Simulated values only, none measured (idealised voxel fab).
Module name: voxel fin reveal (process module)
FYI the section here is cut, 295 nm wide, cells are 5 nm squares.
Cross-section, as written here: a square-cell grid given band by band from the top down, where a band holds one or more rows of cells. Heights first: top, then bottom, in nm. Then materials, left to right, each with a width in nm. "edge to edge" on a single material: fills the band edge to edge. "blank": empty space. Height reference: 0 = level under which incoming wafer is all one material. Lowest band: no bottom, runs on downward, e.g. "z 0 and below". A width such as "30->40" changes by the same amount from each row of cells to the next, from the band's top row to its bottom row. "stayed the same" for a step: no cell of the cross-section changed in that step. Entry "Internal closed voids" = empty spaces >= 8 cells with no open way to the top; each as width x height at distance, distance from left edge, all nm. On a step's line, text after the settings is the simulator commenting on that step. overlay nm: how far to the right of its planned place the mask lay on this masked step (negative: to the left).
## The following list gives the planned process steps
step 1: RECEIVE with material Si
step 2: CONFORMAL_DEP with material SiN, thk nm 10
step 3: MASKED_ETCH with tone cover, mask id FINS, width nm 15, pitch nm 45, etch materials SiN, depth nm 10, overlay nm 0
step 4: MASKED_ETCH with tone cover, mask id FINS, width nm 15, pitch nm 45, etch materials Si, depth nm 40, overlay nm 0
step 5: OXIDIZE with depth nm 5
step 6: FILL_DEP with material SiO2, thk nm 15
step 7: CMP with height nm 10
step 8: SELECTIVE_ETCH with etch materials SiO2, depth nm 25
step 9: STRIP with etch materials SiN
## Wafer at receipt (post step 1), cross-section
z 0 and below | Si edge to edge
Internal closed voids: none
## Cross-sectional result after module completion. Note: starting condition and plan are unchanged from above; one processing mistake was made
z 0 to -5 | Si: 110  blank: 25  Si: 20  blank: 25  Si: 115
z -5 and below | Si edge to edge
Internal closed voids: none
Diagnosis: not per plan at step 3, really ran MASKED_ETCH with tone open, mask id FINS, width nm 15, pitch nm 45, etch materials SiN, depth nm 10, overlay nm 0
